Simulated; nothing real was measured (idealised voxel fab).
The process module presented herein is designated voxel capacitor over wiring.
Cross-section cut spans 300 nm and uses square cells 5 nm in size.
A cross-section in this document is a grid of square cells, and it is written down as bands, the top band listed before the ones below it; a band is made up of one or more rows of cells.
This entry defines a band. It first specifies the height of the band's top and the height of its bottom in nm, and then specifies the band's materials from left to right, stating each material with its width in nm. The word "edge to edge" identifies a single material that fills the band from edge to edge, while the word "empty" identifies empty space.
Height is counted from the level 0, under which the received wafer is composed throughout of one material. The lowest of the bands is not closed at the bottom but continues downward, in the notation "from 0 down".
Per-row width for "30..40": begins at first number (top row of band), ends at second number (bottom row), increment between rows held constant.
Given "nothing got changed" for a step, no cell of the cross-section differs between before and after that step.
What "Entrapped voids" gives you is every empty space of 8 cells or more that is cut off from the top. Each appears as width x height at distance, with the distance taken from the left edge and width, height and distance all in nm.
Whatever follows a step's settings on its line is a remark the simulator itself makes about that step.
overlay nm: step with mask; distance mask lay right of planned place; negative value = left of planned place.

Here's what the planned process steps look like:
1,RECEIVE | material Si
2,CONFORMAL_DEP | material SiO2 | thk nm 10
3,DIRECTIONAL_DEP | material TiN | thk nm 5
4,DIRECTIONAL_DEP | material W | thk nm 20
5,DIRECTIONAL_DEP | material aC | thk nm 10
6,PATTERN | tone cover | mask id METAL_1 | material resist | width nm 20 | pitch nm 85 | thk nm 30 | overlay nm 0
7,DIRECTIONAL_ETCH | etch materials aC | depth nm 10
8,STRIP | etch materials resist
9,DIRECTIONAL_ETCH | etch materials W | depth nm 20
10,DIRECTIONAL_ETCH | etch materials TiN | depth nm 5
11,STRIP | etch materials aC
12,CONFORMAL_DEP | material SiN | thk nm 5
13,FILL_DEP | material lowk | thk nm 10
14,CMP | height nm 35
15,CONFORMAL_DEP | material SiCN | thk nm 5
16,DIRECTIONAL_DEP | material SiO2 | thk nm 20
17,MASKED_ETCH | tone open | mask id PLUG_1 | width nm 15 | etch materials SiO2 | depth nm 20 | overlay nm 0
18,MASKED_ETCH | tone open | mask id PLUG_1 | width nm 15 | etch materials SiCN | depth nm 5 | overlay nm 0
19,CONFORMAL_DEP | material TiN | thk nm 5
20,FILL_DEP | material Cu | thk nm 5
21,CMP | height nm 60
22,DIRECTIONAL_DEP | material TiN | thk nm 5
23,DIRECTIONAL_DEP | material Al2O3 | thk nm 5
24,DIRECTIONAL_DEP | material TiN | thk nm 10
25,DIRECTIONAL_DEP | material aC | thk nm 15
26,PATTERN | tone cover | mask id UPPER_PLATE | material resist | width nm 70 | thk nm 35 | overlay nm 0
27,DIRECTIONAL_ETCH | etch materials aC | depth nm 15
28,STRIP | etch materials resist
29,DIRECTIONAL_ETCH | etch materials TiN | depth nm 10
30,DIRECTIONAL_ETCH | etch materials Al2O3 | depth nm 5
31,STRIP | etch materials aC
32,DIRECTIONAL_DEP | material aC | thk nm 10
33,PATTERN | tone cover | mask id LOWER_PLATE | material resist | width nm 80 | thk nm 30 | overlay nm 0
34,DIRECTIONAL_ETCH | etch materials aC | depth nm 10
35,STRIP | etch materials resist
36,DIRECTIONAL_ETCH | etch materials TiN | depth nm 5
37,STRIP | etch materials aC
38,FILL_DEP | material SiO2 | thk nm 15
39,CMP | height nm 90
40,PATTERN | tone open | mask id PLUG_2 | material resist | width nm 15 | thk nm 20 | overlay nm 0
41,DIRECTIONAL_ETCH | etch materials SiO2 | depth nm 10
42,STRIP | etch materials resist
43,CONFORMAL_DEP | material TiN | thk nm 5
44,FILL_DEP | material Ru | thk nm 5
45,CMP | height nm 90
46,CONFORMAL_DEP | material SiN | thk nm 5

First wafer of two (run as planned):

Step 1 complete: cross-section of the wafer as received:
* from 0 down  Si edge to edge
* Entrapped voids: none

Take a look at the wafer's cross-section after step 2:
* from 10 to 0  SiO2 edge to edge
* Heights below 0 show no change.

Take a look at the wafer's cross-section after step 3:
* from 15 to 10  TiN edge to edge
* Heights below 10 show no change.

Take a look at the wafer's cross-section after step 4:
* from 35 to 15  W edge to edge
* Heights below 15 show no change.

Take a look at the wafer's cross-section after step 5:
* from 45 to 35  aC edge to edge
* Heights below 35 show no change.

Take a look at the wafer's cross-section after step 6:
* from 75 to 45  95 of empty, 20 of resist, 65 of empty, 20 of resist, 100 of empty
* Heights below 45 show no change.

Take a look at the wafer's cross-section after step 7:
* from 65 to 45  95 of empty, 20 of resist, 65 of empty, 20 of resist, 100 of empty
* from 45 to 35  95 of empty, 20 of aC, 65 of empty, 20 of aC, 100 of empty
* Heights below 35 show no change.

Take a look at the wafer's cross-section after step 8:
* from 45 to 35  95 of empty, 20 of aC, 65 of empty, 20 of aC, 100 of empty
* Heights below 35 show no change.

Take a look at the wafer's cross-section after step 9:
* from 45 to 35  95 of empty, 20 of aC, 65 of empty, 20 of aC, 100 of empty
* from 35 to 15  95 of empty, 20 of W, 65 of empty, 20 of W, 100 of empty
* Heights below 15 show no change.

Take a look at the wafer's cross-section after step 10:
* from 45 to 35  95 of empty, 20 of aC, 65 of empty, 20 of aC, 100 of empty
* from 35 to 15  95 of empty, 20 of W, 65 of empty, 20 of W, 100 of empty
* from 15 to 10  95 of empty, 20 of TiN, 65 of empty, 20 of TiN, 100 of empty
* Heights below 10 show no change.

Take a look at the wafer's cross-section after step 11:
* from 35 to 15  95 of empty, 20 of W, 65 of empty, 20 of W, 100 of empty
* Heights below 15 show no change.

Take a look at the wafer's cross-section after step 12:
* from 40 to 35  90 of empty, 30 of SiN, 55 of empty, 30 of SiN, 95 of empty
* from 35 to 15  90 of empty, 5 of SiN, 20 of W, 5 of SiN, 55 of empty, 5 of SiN, 20 of W, 5 of SiN, 95 of empty
* from 15 to 10  95 of SiN, 20 of TiN, 65 of SiN, 20 of TiN, 100 of SiN
* Heights below 10 show no change.

Take a look at the wafer's cross-section after step 13:
* from 50 to 40  lowk edge to edge
* from 40 to 35  90 of lowk, 30 of SiN, 55 of lowk, 30 of SiN, 95 of lowk
* from 35 to 15  90 of lowk, 5 of SiN, 20 of W, 5 of SiN, 55 of lowk, 5 of SiN, 20 of W, 5 of SiN, 95 of lowk
* Heights below 15 show no change.

Take a look at the wafer's cross-section after step 14:
* from 35 to 15  90 of lowk, 5 of SiN, 20 of W, 5 of SiN, 55 of lowk, 5 of SiN, 20 of W, 5 of SiN, 95 of lowk
* Heights below 15 show no change.

Take a look at the wafer's cross-section after step 15:
* from 40 to 35  SiCN edge to edge
* Heights below 35 show no change.

Take a look at the wafer's cross-section after step 16:
* from 60 to 40  SiO2 edge to edge
* Heights below 40 show no change.

Take a look at the wafer's cross-section after step 17:
* from 60 to 40  100 of SiO2, 15 of empty, 185 of SiO2
* Heights below 40 show no change.

Take a look at the wafer's cross-section after step 18:
* from 60 to 40  100 of SiO2, 15 of empty, 185 of SiO2
* from 40 to 35  100 of SiCN, 15 of empty, 185 of SiCN
* Heights below 35 show no change.

Take a look at the wafer's cross-section after step 19:
* from 65 to 60  105 of TiN, 5 of empty, 190 of TiN
* from 60 to 40  100 of SiO2, 5 of TiN, 5 of empty, 5 of TiN, 185 of SiO2
* from 40 to 35  100 of SiCN, 15 of TiN, 185 of SiCN
* Heights below 35 show no change.

Take a look at the wafer's cross-section after step 20:
* from 70 to 65  Cu edge to edge
* from 65 to 60  105 of TiN, 5 of Cu, 190 of TiN
* from 60 to 40  100 of SiO2, 5 of TiN, 5 of Cu, 5 of TiN, 185 of SiO2
* Heights below 40 show no change.

Take a look at the wafer's cross-section after step 21:
* from 60 to 40  100 of SiO2, 5 of TiN, 5 of Cu, 5 of TiN, 185 of SiO2
* Heights below 40 show no change.

Take a look at the wafer's cross-section after step 22:
* from 65 to 60  TiN edge to edge
* Heights below 60 show no change.

Take a look at the wafer's cross-section after step 23:
* from 70 to 65  Al2O3 edge to edge
* Heights below 65 show no change.

Take a look at the wafer's cross-section after step 24:
* from 80 to 70  TiN edge to edge
* Heights below 70 show no change.

Take a look at the wafer's cross-section after step 25:
* from 95 to 80  aC edge to edge
* Heights below 80 show no change.

Take a look at the wafer's cross-section after step 26:
* from 130 to 95  100 of empty, 70 of resist, 130 of empty
* Heights below 95 show no change.

Take a look at the wafer's cross-section after step 27:
* from 115 to 95  100 of empty, 70 of resist, 130 of empty
* from 95 to 80  100 of empty, 70 of aC, 130 of empty
* Heights below 80 show no change.

Take a look at the wafer's cross-section after step 28:
* from 95 to 80  100 of empty, 70 of aC, 130 of empty
* Heights below 80 show no change.

Take a look at the wafer's cross-section after step 29:
* from 95 to 80  100 of empty, 70 of aC, 130 of empty
* from 80 to 70  100 of empty, 70 of TiN, 130 of empty
* Heights below 70 show no change.

Take a look at the wafer's cross-section after step 30:
* from 95 to 80  100 of empty, 70 of aC, 130 of empty
* from 80 to 70  100 of empty, 70 of TiN, 130 of empty
* from 70 to 65  100 of empty, 70 of Al2O3, 130 of empty
* Heights below 65 show no change.

Take a look at the wafer's cross-section after step 31:
* from 80 to 70  100 of empty, 70 of TiN, 130 of empty
* Heights below 70 show no change.

Take a look at the wafer's cross-section after step 32:
* from 90 to 80  100 of empty, 70 of aC, 130 of empty
* from 80 to 75  100 of empty, 70 of TiN, 130 of empty
* from 75 to 70  100 of aC, 70 of TiN, 130 of aC
* from 70 to 65  100 of aC, 70 of Al2O3, 130 of aC
* Heights below 65 show no change.

Take a look at the wafer's cross-section after step 33:
* from 120 to 90  95 of empty, 80 of resist, 125 of empty
* from 90 to 80  95 of empty, 5 of resist, 70 of aC, 5 of resist, 125 of empty
* from 80 to 75  95 of empty, 5 of resist, 70 of TiN, 5 of resist, 125 of empty
* Heights below 75 show no change.

Take a look at the wafer's cross-section after step 34:
* from 110 to 90  95 of empty, 80 of resist, 125 of empty
* from 90 to 80  95 of empty, 5 of resist, 70 of aC, 5 of resist, 125 of empty
* from 80 to 75  95 of empty, 5 of resist, 70 of TiN, 5 of resist, 125 of empty
* from 75 to 70  95 of empty, 5 of aC, 70 of TiN, 5 of aC, 125 of empty
* from 70 to 65  95 of empty, 5 of aC, 70 of Al2O3, 5 of aC, 125 of empty
* Heights below 65 show no change.

Take a look at the wafer's cross-section after step 35:
* from 90 to 80  100 of empty, 70 of aC, 130 of empty
* from 80 to 75  100 of empty, 70 of TiN, 130 of empty
* Heights below 75 show no change.

Take a look at the wafer's cross-section after step 36:
* from 90 to 80  100 of empty, 70 of aC, 130 of empty
* from 80 to 75  100 of empty, 70 of TiN, 130 of empty
* from 75 to 70  95 of empty, 5 of aC, 70 of TiN, 5 of aC, 125 of empty
* from 70 to 65  95 of empty, 5 of aC, 70 of Al2O3, 5 of aC, 125 of empty
* from 65 to 60  95 of empty, 80 of TiN, 125 of empty
* Heights below 60 show no change.

Take a look at the wafer's cross-section after step 37:
* from 80 to 70  100 of empty, 70 of TiN, 130 of empty
* from 70 to 65  100 of empty, 70 of Al2O3, 130 of empty
* Heights below 65 show no change.

Take a look at the wafer's cross-section after step 38:
* from 95 to 80  SiO2 edge to edge
* from 80 to 70  100 of SiO2, 70 of TiN, 130 of SiO2
* from 70 to 65  100 of SiO2, 70 of Al2O3, 130 of SiO2
* from 65 to 60  95 of SiO2, 80 of TiN, 125 of SiO2
* Heights below 60 show no change.

Take a look at the wafer's cross-section after step 39:
* from 90 to 80  SiO2 edge to edge
* Heights below 80 show no change.

Take a look at the wafer's cross-section after step 40:
* from 110 to 90  110 of resist, 15 of empty, 175 of resist
* Heights below 90 show no change.

Take a look at the wafer's cross-section after step 41:
* from 110 to 90  110 of resist, 15 of empty, 175 of resist
* from 90 to 80  110 of SiO2, 15 of empty, 175 of SiO2
* Heights below 80 show no change.

Take a look at the wafer's cross-section after step 42:
* from 90 to 80  110 of SiO2, 15 of empty, 175 of SiO2
* Heights below 80 show no change.

Take a look at the wafer's cross-section after step 43:
* from 95 to 90  115 of TiN, 5 of empty, 180 of TiN
* from 90 to 85  110 of SiO2, 5 of TiN, 5 of empty, 5 of TiN, 175 of SiO2
* from 85 to 80  110 of SiO2, 15 of TiN, 175 of SiO2
* Heights below 80 show no change.

Take a look at the wafer's cross-section after step 44:
* from 100 to 95  Ru edge to edge
* from 95 to 90  115 of TiN, 5 of Ru, 180 of TiN
* from 90 to 85  110 of SiO2, 5 of TiN, 5 of Ru, 5 of TiN, 175 of SiO2
* Heights below 85 show no change.

Take a look at the wafer's cross-section after step 45:
* from 90 to 85  110 of SiO2, 5 of TiN, 5 of Ru, 5 of TiN, 175 of SiO2
* Heights below 85 show no change.

Take a look at the wafer's cross-section after step 46:
* from 95 to 90  SiN edge to edge
* Heights below 90 show no change.

Companion wafer, the second of two: same beginning, same intended sequence, one mistake in carrying it out; through step 14 inclusive it tracks the first exactly:

Second wafer profile in section, at the moment step 15 of the plan was meant to be complete:
* from 40 to 35  aC edge to edge
* Heights below 35 show no change.

Second wafer profile in section, at the moment step 16 of the plan was meant to be complete:
* from 60 to 40  SiO2 edge to edge
* Heights below 40 show no change.

Second wafer profile in section, at the moment step 17 of the plan was meant to be complete:
* from 60 to 40  100 of SiO2, 15 of empty, 185 of SiO2
* Heights below 40 show no change.

Second wafer profile in section, at the moment step 18 of the plan was meant to be complete: nothing got changed

Second wafer profile in section, at the moment step 19 of the plan was meant to be complete:
* from 65 to 60  105 of TiN, 5 of empty, 190 of TiN
* from 60 to 45  100 of SiO2, 5 of TiN, 5 of empty, 5 of TiN, 185 of SiO2
* from 45 to 40  100 of SiO2, 15 of TiN, 185 of SiO2
* Heights below 40 show no change.

Second wafer profile in section, at the moment step 20 of the plan was meant to be complete:
* from 70 to 65  Cu edge to edge
* from 65 to 60  105 of TiN, 5 of Cu, 190 of TiN
* from 60 to 45  100 of SiO2, 5 of TiN, 5 of Cu, 5 of TiN, 185 of SiO2
* Heights below 45 show no change.

Second wafer profile in section, at the moment step 21 of the plan was meant to be complete:
* from 60 to 45  100 of SiO2, 5 of TiN, 5 of Cu, 5 of TiN, 185 of SiO2
* Heights below 45 show no change.

Second wafer profile in section, at the moment step 22 of the plan was meant to be complete:
* from 65 to 60  TiN edge to edge
* Heights below 60 show no change.

Second wafer profile in section, at the moment step 23 of the plan was meant to be complete:
* from 70 to 65  Al2O3 edge to edge
* Heights below 65 show no change.

Second wafer profile in section, at the moment step 24 of the plan was meant to be complete:
* from 80 to 70  TiN edge to edge
* Heights below 70 show no change.

Second wafer profile in section, at the moment step 25 of the plan was meant to be complete:
* from 95 to 80  aC edge to edge
* Heights below 80 show no change.

Second wafer profile in section, at the moment step 26 of the plan was meant to be complete:
* from 130 to 95  100 of empty, 70 of resist, 130 of empty
* Heights below 95 show no change.

Second wafer profile in section, at the moment step 27 of the plan was meant to be complete:
* from 115 to 95  100 of empty, 70 of resist, 130 of empty
* from 95 to 80  100 of empty, 70 of aC, 130 of empty
* Heights below 80 show no change.

Second wafer profile in section, at the moment step 28 of the plan was meant to be complete:
* from 95 to 80  100 of empty, 70 of aC, 130 of empty
* Heights below 80 show no change.

Second wafer profile in section, at the moment step 29 of the plan was meant to be complete:
* from 95 to 80  100 of empty, 70 of aC, 130 of empty
* from 80 to 70  100 of empty, 70 of TiN, 130 of empty
* Heights below 70 show no change.

Second wafer profile in section, at the moment step 30 of the plan was meant to be complete:
* from 95 to 80  100 of empty, 70 of aC, 130 of empty
* from 80 to 70  100 of empty, 70 of TiN, 130 of empty
* from 70 to 65  100 of empty, 70 of Al2O3, 130 of empty
* Heights below 65 show no change.

Second wafer profile in section, at the moment step 31 of the plan was meant to be complete:
* from 80 to 70  100 of empty, 70 of TiN, 130 of empty
* Heights below 70 show no change.

Second wafer profile in section, at the moment step 32 of the plan was meant to be complete:
* from 90 to 80  100 of empty, 70 of aC, 130 of empty
* from 80 to 75  100 of empty, 70 of TiN, 130 of empty
* from 75 to 70  100 of aC, 70 of TiN, 130 of aC
* from 70 to 65  100 of aC, 70 of Al2O3, 130 of aC
* Heights below 65 show no change.

Second wafer profile in section, at the moment step 33 of the plan was meant to be complete:
* from 120 to 90  95 of empty, 80 of resist, 125 of empty
* from 90 to 80  95 of empty, 5 of resist, 70 of aC, 5 of resist, 125 of empty
* from 80 to 75  95 of empty, 5 of resist, 70 of TiN, 5 of resist, 125 of empty
* Heights below 75 show no change.

Second wafer profile in section, at the moment step 34 of the plan was meant to be complete:
* from 110 to 90  95 of empty, 80 of resist, 125 of empty
* from 90 to 80  95 of empty, 5 of resist, 70 of aC, 5 of resist, 125 of empty
* from 80 to 75  95 of empty, 5 of resist, 70 of TiN, 5 of resist, 125 of empty
* from 75 to 70  95 of empty, 5 of aC, 70 of TiN, 5 of aC, 125 of empty
* from 70 to 65  95 of empty, 5 of aC, 70 of Al2O3, 5 of aC, 125 of empty
* Heights below 65 show no change.

Second wafer profile in section, at the moment step 35 of the plan was meant to be complete:
* from 90 to 80  100 of empty, 70 of aC, 130 of empty
* from 80 to 75  100 of empty, 70 of TiN, 130 of empty
* Heights below 75 show no change.

Second wafer profile in section, at the moment step 36 of the plan was meant to be complete:
* from 90 to 80  100 of empty, 70 of aC, 130 of empty
* from 80 to 75  100 of empty, 70 of TiN, 130 of empty
* from 75 to 70  95 of empty, 5 of aC, 70 of TiN, 5 of aC, 125 of empty
* from 70 to 65  95 of empty, 5 of aC, 70 of Al2O3, 5 of aC, 125 of empty
* from 65 to 60  95 of empty, 80 of TiN, 125 of empty
* Heights below 60 show no change.

Second wafer profile in section, at the moment step 37 of the plan was meant to be complete:
* from 80 to 70  100 of empty, 70 of TiN, 130 of empty
* from 70 to 65  100 of empty, 70 of Al2O3, 130 of empty
* Heights below 65 show no change.

Second wafer profile in section, at the moment step 38 of the plan was meant to be complete:
* from 95 to 80  SiO2 edge to edge
* from 80 to 70  100 of SiO2, 70 of TiN, 130 of SiO2
* from 70 to 65  100 of SiO2, 70 of Al2O3, 130 of SiO2
* from 65 to 60  95 of SiO2, 80 of TiN, 125 of SiO2
* Heights below 60 show no change.

Second wafer profile in section, at the moment step 39 of the plan was meant to be complete:
* from 90 to 80  SiO2 edge to edge
* Heights below 80 show no change.

Second wafer profile in section, at the moment step 40 of the plan was meant to be complete:
* from 110 to 90  110 of resist, 15 of empty, 175 of resist
* Heights below 90 show no change.

Second wafer profile in section, at the moment step 41 of the plan was meant to be complete:
* from 110 to 90  110 of resist, 15 of empty, 175 of resist
* from 90 to 80  110 of SiO2, 15 of empty, 175 of SiO2
* Heights below 80 show no change.

Second wafer profile in section, at the moment step 42 of the plan was meant to be complete:
* from 90 to 80  110 of SiO2, 15 of empty, 175 of SiO2
* Heights below 80 show no change.

Second wafer profile in section, at the moment step 43 of the plan was meant to be complete:
* from 95 to 90  115 of TiN, 5 of empty, 180 of TiN
* from 90 to 85  110 of SiO2, 5 of TiN, 5 of empty, 5 of TiN, 175 of SiO2
* from 85 to 80  110 of SiO2, 15 of TiN, 175 of SiO2
* Heights below 80 show no change.

Second wafer profile in section, at the moment step 44 of the plan was meant to be complete:
* from 100 to 95  Ru edge to edge
* from 95 to 90  115 of TiN, 5 of Ru, 180 of TiN
* from 90 to 85  110 of SiO2, 5 of TiN, 5 of Ru, 5 of TiN, 175 of SiO2
* Heights below 85 show no change.

Second wafer profile in section, at the moment step 45 of the plan was meant to be complete:
* from 90 to 85  110 of SiO2, 5 of TiN, 5 of Ru, 5 of TiN, 175 of SiO2
* Heights below 85 show no change.

Second wafer profile in section, at the moment step 46 of the plan was meant to be complete:
* from 95 to 90  SiN edge to edge
* Heights below 90 show no change.
Finding, execution versus plan: step 15 ran differently from the plan; actual operation with settings: CONFORMAL_DEP | material aC | thk nm 5
Heads up, by the end the second wafer has more or fewer cells of some materials compared to the first: -1 Cu; -57 SiCN; -2 TiN; +60 aC
